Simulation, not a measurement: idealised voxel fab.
voxel gate over fins: a process module
cross-section cut | 235 nm wide | cells 5 nm
This document writes a cross-section as a grid whose cells are square, and gives it as bands, listed from the top down; one or more rows of cells form a band. What a band's entry tells you: where the top is and where the bottom is, as heights in nm, and after that what lies inside, material by material from left to right, each with its width in nm. Empty space is written as the word "blank", and a single material marked with the word "edge to edge" occupies the band from edge to edge. Heights from 0 (as-received wafer is one material below). Bottom band endless downward, as "from 0 down". A width given as "30->40" starts at the first number in the band's top row and ends at the second number in its bottom row, shifting by an equal amount at every step from row to row. The cross-section has no changed cell in any step marked "no modification". Reported under the label "Unvented internal voids" are the empty spaces having no open way to the top and comprising 8 cells or more; the notation for each is width x height at distance, in which the distance is measured from the left edge and all three values are in nm. Anything after a step's settings on that line? It's the simulator's own note about the step. Each step line may optionally specify "overlay nm", which for a step with a mask gives the rightward distance between the mask's planned place and where it lay, a negative value indicating the leftward direction.

Steps planned for the process
1. RECEIVE,material Si
2. CONFORMAL_DEP,material SiN,thk nm 5
3. MASKED_ETCH,tone cover,mask id FINS,width nm 15,pitch nm 50,etch materials SiN,depth nm 5,overlay nm 0
4. MASKED_ETCH,tone cover,mask id FINS,width nm 15,pitch nm 50,etch materials Si,depth nm 35,overlay nm 0
5. FILL_DEP,material SiO2,thk nm 10
6. CMP,height nm 5
7. DIRECTIONAL_DEP,material aC,thk nm 10
8. PATTERN,tone open,mask id RAIL,material resist,width nm 15,thk nm 30,overlay nm 0
9. DIRECTIONAL_ETCH,etch materials aC,depth nm 10
10. STRIP,etch materials resist
11. DIRECTIONAL_ETCH,etch materials SiO2,depth nm 35
12. STRIP,etch materials aC
13. CONFORMAL_DEP,material TiN,thk nm 5
14. FILL_DEP,material W,thk nm 10
15. CMP,height nm 5
16. SELECTIVE_ETCH,etch materials W Ru TiN,depth nm 20
17. FILL_DEP,material SiO2,thk nm 5
18. CMP,height nm 5
19. SELECTIVE_ETCH,etch materials SiO2,depth nm 15
20. STRIP,etch materials SiN
21. CONFORMAL_DEP,material HfO2,thk nm 5
22. CONFORMAL_DEP,material TiN,thk nm 5
23. CONFORMAL_DEP,material TiAl,thk nm 5
24. CONFORMAL_DEP,material TiN,thk nm 5
25. FILL_DEP,material W,thk nm 15
26. CMP,height nm 30
27. CONFORMAL_DEP,material SiCN,thk nm 10

This is the cross-section of the wafer as we received it, i.e. after step 1
- from 0 down | Si edge to edge
- Unvented internal voids: none

Here's the wafer cut in cross-section after the module, started and planned just like above, except one thing was done wrong in the run
- from 40 to 30 | SiCN edge to edge
- from 30 to 20 | W edge to edge
- from 20 to 10 | 15 nm W, then 205 nm TiN, then 15 nm W
- from 10 to 5 | TiN edge to edge
- from 5 to 0 | 30 nm TiN, then 25 nm HfO2, then 25 nm TiN, then 25 nm HfO2, then 25 nm TiN, then 25 nm HfO2, then 25 nm TiN, then 25 nm HfO2, then 30 nm TiN
- from 0 to -5 | 30 nm TiN, then 5 nm HfO2, then 15 nm Si, then 5 nm HfO2, then 25 nm TiN, then 5 nm HfO2, then 15 nm Si, then 5 nm HfO2, then 25 nm TiN, then 5 nm HfO2, then 15 nm Si, then 5 nm HfO2, then 25 nm TiN, then 5 nm HfO2, then 15 nm Si, then 5 nm HfO2, then 30 nm TiN
- from -5 to -10 | 35 nm HfO2, then 15 nm Si, then 35 nm HfO2, then 15 nm Si, then 35 nm HfO2, then 15 nm Si, then 35 nm HfO2, then 15 nm Si, then 35 nm HfO2
- from -10 to -15 | 35 nm SiO2, then 15 nm Si, then 35 nm SiO2, then 15 nm Si, then 35 nm SiO2, then 15 nm Si, then 35 nm SiO2, then 15 nm Si, then 35 nm SiO2
- from -15 to -25 | 35 nm SiO2, then 15 nm Si, then 10 nm SiO2, then 5 nm TiN, then 5 nm W, then 5 nm TiN, then 10 nm SiO2, then 15 nm Si, then 35 nm SiO2, then 15 nm Si, then 35 nm SiO2, then 15 nm Si, then 35 nm SiO2
- from -25 to -30 | 35 nm SiO2, then 15 nm Si, then 10 nm SiO2, then 15 nm TiN, then 10 nm SiO2, then 15 nm Si, then 35 nm SiO2, then 15 nm Si, then 35 nm SiO2, then 15 nm Si, then 35 nm SiO2
- from -30 to -35 | 35 nm SiO2, then 15 nm Si, then 35 nm SiO2, then 15 nm Si, then 35 nm SiO2, then 15 nm Si, then 35 nm SiO2, then 15 nm Si, then 35 nm SiO2
- from -35 down | Si edge to edge
- Unvented internal voids: none
Misprocessing identified: the process deviated at step 23: the operation and settings actually run there were CONFORMAL_DEP,material TiN,thk nm 5
